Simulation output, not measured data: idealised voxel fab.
The process module that follows is named voxel released beams.
We display cut, a cross-section 230 nm in width whose square cells are each 5 nm.
Cross-section format: a grid of square cells, given as bands from top to bottom; each band is one or more rows of cells.
Top height, bottom height, nm. Materials left to right, width each, nm. Single material + "all across" = fills band edge to edge. "blank" = empty.
The level at which height equals 0 is the one under which the wafer, as it arrives, is entirely one material. No lower edge exists for the bottom band, which continues downward and is notated as in "0 and below".
Quick explanation for "30..40": the width changes in equal steps down the rows of cells, from the first number in the band's top row to the second number in its bottom row.
"remained the same" after a step means that no cell of the cross-section changed.
Heads up: "Closed void list" only lists the empty pockets with no open path to the top that are 8 cells or more, and it writes them as width x height at distance, distance from the left edge, in nm.
On each step's line, the part that comes after the settings is the simulator's own comment on the step.
On any step carrying a mask, the "overlay nm" setting, if present on the step's line, tells how far right of its planned place the mask lay; negative values point to the left.

Listed below are the process steps as planned:
1,RECEIVE, material Si
2,CONFORMAL_DEP, material SiN, thk nm 10
3,DIRECTIONAL_DEP, material SiO2, thk nm 20
4,PATTERN, tone open, mask id ANCHOR, material resist, width nm 25, thk nm 15, overlay nm 0
5,DIRECTIONAL_ETCH, etch materials SiO2, depth nm 20
6,STRIP, etch materials resist
7,CONFORMAL_DEP, material polySi, thk nm 10
8,PATTERN, tone cover, mask id BEAM, material resist, width nm 90, thk nm 20, overlay nm 0
9,DIRECTIONAL_ETCH, etch materials polySi, depth nm 10
10,STRIP, etch materials resist
11,STRIP, etch materials SiO2

As-received wafer cross-section (after step 1):
- 0 and below  Si all across
- Closed void list: none

What the wafer looks like in cross-section after this module, when it starts as shown above and follows the plan above but one mistake is made in running it:
- 40 down to 30  65 nm blank, 25 nm polySi, 5 nm blank, 60 nm polySi, 75 nm blank
- 30 down to 20  80 nm blank, 10 nm polySi, 5 nm blank, 10 nm polySi, 125 nm blank
- 20 down to 10  80 nm blank, 25 nm polySi, 125 nm blank
- 10 down to 0  SiN all across
- 0 and below  Si all across
- Closed void list: none
What was done differently from what was planned? step 4: run off-plan, actual operation and settings PATTERN, tone open, mask id ANCHOR, material resist, width nm 25, thk nm 15, overlay nm 10
